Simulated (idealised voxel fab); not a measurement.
process module | voxel spacer lines
cross-section cut | 250 nm wide | cells 5 nm
A cross-section is a grid of square cells, given in bands from the top down. A band is one or more rows of cells.
Each band's line starts with the height of the band's top and of its bottom, in nm. Then come its materials from left to right, each with its width in nm. One material with "throughout" fills the band from edge to edge. "air" is empty space.
Height 0 is the level under which the wafer as received is all one material. The lowest band goes on downwards, as in "0 down".
A width such as "30 to 40" changes by the same amount from each row of cells to the next, from the band's top row to its bottom row.
"no change" after a step means that no cell of the cross-section changed.
closed voids: empty space of 8 cells or more with no open way to the top, each as width x height at its distance from the left edge, in nm
after a step's settings: what the simulator itself notes on the step
overlay nm, on a step with a mask: how far to the right of its planned place the mask lay; to the left if negative
plan
1 op RECEIVE | material Si
2 op CONFORMAL_DEP | material Al2O3 | thk nm 5
3 op DIRECTIONAL_DEP | material W | thk nm 10
4 op DIRECTIONAL_DEP | material polySi | thk nm 20
5 op PATTERN | tone cover | mask id MANDREL | material resist | width nm 20 | pitch nm 60 | thk nm 25 | overlay nm 0
6 op DIRECTIONAL_ETCH | etch materials polySi | depth nm 20
7 op STRIP | etch materials resist
8 op CONFORMAL_DEP | material SiO2 | thk nm 10
9 op DIRECTIONAL_ETCH | etch materials SiO2 | depth nm 10
10 op STRIP | etch materials polySi
11 op DIRECTIONAL_ETCH | etch materials W | depth nm 10
12 op STRIP | etch materials SiO2
first wafer, as planned
as received, after step 1
  0 down: Si throughout
  closed voids: none
after step 2
  5 to 0: Al2O3 throughout
  below 0: unchanged
after step 3
  15 to 5: W throughout
  below 5: unchanged
after step 4
  35 to 15: polySi throughout
  below 15: unchanged
after step 5
  60 to 35: air 85 | resist 20 | air 40 | resist 20 | air 85
  below 35: unchanged
after step 6
  60 to 35: air 85 | resist 20 | air 40 | resist 20 | air 85
  35 to 15: air 85 | polySi 20 | air 40 | polySi 20 | air 85
  below 15: unchanged
after step 7
  35 to 15: air 85 | polySi 20 | air 40 | polySi 20 | air 85
  below 15: unchanged
after step 8
  45 to 35: air 75 | SiO2 40 | air 20 | SiO2 40 | air 75
  35 to 25: air 75 | SiO2 10 | polySi 20 | SiO2 10 | air 20 | SiO2 10 | polySi 20 | SiO2 10 | air 75
  25 to 15: SiO2 85 | polySi 20 | SiO2 40 | polySi 20 | SiO2 85
  below 15: unchanged
after step 9
  35 to 15: air 75 | SiO2 10 | polySi 20 | SiO2 10 | air 20 | SiO2 10 | polySi 20 | SiO2 10 | air 75
  below 15: unchanged
after step 10
  35 to 15: air 75 | SiO2 10 | air 20 | SiO2 10 | air 20 | SiO2 10 | air 20 | SiO2 10 | air 75
  below 15: unchanged
after step 11
  35 to 15: air 75 | SiO2 10 | air 20 | SiO2 10 | air 20 | SiO2 10 | air 20 | SiO2 10 | air 75
  15 to 5: air 75 | W 10 | air 20 | W 10 | air 20 | W 10 | air 20 | W 10 | air 75
  below 5: unchanged
after step 12
  15 to 5: air 75 | W 10 | air 20 | W 10 | air 20 | W 10 | air 20 | W 10 | air 75
  below 5: unchanged
second wafer: like start, like plan, one mistake. Through step 9 it matches the first wafer
when step 10 should have ended
  35 to 15: air 75 | SiO2 10 | polySi 20 | SiO2 10 | air 20 | SiO2 10 | polySi 20 | SiO2 10 | air 75
  15 to 5: air 75 | W 40 | air 20 | W 40 | air 75
  below 5: unchanged
when step 11 should have ended
  35 to 15: air 75 | SiO2 10 | air 20 | SiO2 10 | air 20 | SiO2 10 | air 20 | SiO2 10 | air 75
  below 15: unchanged
when step 12 should have ended
  15 to 5: air 75 | W 40 | air 20 | W 40 | air 75
  below 5: unchanged
what went wrong: steps 10 and 11 were swapped
at the end the second wafer has, in cells: 16 more of W
